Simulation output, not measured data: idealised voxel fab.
Process module, titled voxel tone inversion
Square cells of 5 nm make up the cross-section cut, whose width is 160 nm.
Cross-sections here: square-cell grids, written as top-down lists of bands, a band being one or more rows of cells.
First you get the band's top height and its bottom height, in nm, and then the materials it's made of, left to right, with each width in nm. If you see a single material with "everywhere", that one covers the band edge to edge. "empty" is empty space.
We count height from 0. Below that, the starting wafer is all one material. The lowest band never ends at the bottom but goes on down; see "top 0, no bottom" for how that is written.
The width entry "30 to 40" should be interpreted row by row: the top row of cells in the band takes the first number, the bottom row takes the second number, and the change between adjacent rows is uniform throughout.
Reading "no alteration" for a step: not a cell of the cross-section changed in it.
Empty spaces without an open route to the top, at least 8 cells in extent, make up the entry "Cavities, closed"; each is given as width x height at distance, where the distance is measured from the left edge, and all are in nm.
That trailing text on a step's line, after the settings, is the simulator's own remark on the step.
For masked steps, "overlay nm" on the step line gives how far right of plan the mask actually lay; a minus sign means it lay to the left.

[Intended process steps]
1. RECEIVE,material Si
2. CONFORMAL_DEP,material SiCN,thk nm 5
3. DIRECTIONAL_DEP,material aC,thk nm 25
4. PATTERN,tone cover,mask id POSTS,material resist,width nm 15,pitch nm 40,thk nm 30,overlay nm 0
5. DIRECTIONAL_ETCH,etch materials aC,depth nm 25
6. STRIP,etch materials resist
7. FILL_DEP,material SiO2,thk nm 5
8. CMP,height nm 30
9. STRIP,etch materials aC
All wafers enter the flow in the same state. The width nm at step 4 differs from wafer to wafer, and the plan gives the value for the first wafer.

[So this is the first of several wafers, cross-sectioned as it came to us, meaning it's at the end of step 1]
* top 0, no bottom  Si everywhere
* Cavities, closed: none

[Below is a per-wafer table. In it, each row describes the wafer at the end of the module by giving, for each material, the number of cells gained (+) or lost (-) since the wafer was received, and after that the closed voids of the wafer]
width nm 15, +32 SiCN, +115 SiO2, Cavities, closed: none
width nm 20, +32 SiCN, +100 SiO2, Cavities, closed: none
width nm 25, +32 SiCN, +85 SiO2, Cavities, closed: none
